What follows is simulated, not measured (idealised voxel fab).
This is a process module. Its name is voxel trench capacitor.
FYI the section here is cut, 270 nm wide, cells are 5 nm squares.
If you're reading a cross-section in this doc, picture square cells in a grid; it comes to you as bands, top ones listed first down to the bottom, and a band can be one or more rows of cells.
Per band: top height and bottom height in nm, followed by the left-to-right materials and their widths in nm; "edge to edge" marks a single material spanning edge to edge, "empty" marks empty space.
Beneath 0, the wafer as received is one material, and that level is where height counting begins. The lowest band goes on downward without a bottom; it is written like "0 and below".
It should be noted that a width expressed as "30->40" varies in equal increments from row to row of cells within the band, taking the value of the first number at the top row and that of the second number at the bottom row.
A step reported as "everything unchanged" is a step in which no cell of the cross-section changed.
"Closed void list" - sealed voids, min. 8 cells, no opening to top; format: width x height at distance (distance from left edge; nm throughout).
Whatever follows a step's settings on its line is a remark the simulator itself makes about that step.
overlay nm: step with mask; distance mask lay right of planned place; negative value = left of planned place.

The planned process steps are enumerated hereunder:
1 RECEIVE with material Si
2 CONFORMAL_DEP with material SiN, thk nm 10
3 MASKED_ETCH with tone open, mask id TRENCH, width nm 30, pitch nm 60, etch materials SiN, depth nm 10, overlay nm 0
4 MASKED_ETCH with tone open, mask id TRENCH, width nm 30, pitch nm 60, etch materials Si, depth nm 40, overlay nm 0
5 CONFORMAL_DEP with material Al2O3, thk nm 5
6 CONFORMAL_DEP with material TiN, thk nm 5
7 FILL_DEP with material W, thk nm 5
8 CMP with height nm 10

As-received wafer cross-section (after step 1):
	0 and below  Si edge to edge
	Closed void list: none

Same starting wafer, same plan as above, one mistake in the execution; this is the cross-section at the end of the module:
	10 down to 0  SiN (65)  Al2O3 (5)  TiN (5)  W (5)  TiN (5)  Al2O3 (5)  SiN (35)  Al2O3 (5)  TiN (5)  W (5)  TiN (5)  Al2O3 (5)  SiN (35)  Al2O3 (5)  TiN (5)  W (5)  TiN (5)  Al2O3 (5)  SiN (60)
	0 down to -30  Si (65)  Al2O3 (5)  TiN (5)  W (5)  TiN (5)  Al2O3 (5)  Si (35)  Al2O3 (5)  TiN (5)  W (5)  TiN (5)  Al2O3 (5)  Si (35)  Al2O3 (5)  TiN (5)  W (5)  TiN (5)  Al2O3 (5)  Si (60)
	-30 down to -35  Si (65)  Al2O3 (5)  TiN (15)  Al2O3 (5)  Si (35)  Al2O3 (5)  TiN (15)  Al2O3 (5)  Si (35)  Al2O3 (5)  TiN (15)  Al2O3 (5)  Si (60)
	-35 down to -40  Si (65)  Al2O3 (25)  Si (35)  Al2O3 (25)  Si (35)  Al2O3 (25)  Si (60)
	-40 and below  Si edge to edge
	Closed void list: none
What was done differently from what was planned? in deviation from the planned setting, step 3 was conducted as MASKED_ETCH with tone open, mask id TRENCH, width nm 25, pitch nm 60, etch materials SiN, depth nm 10, overlay nm 0
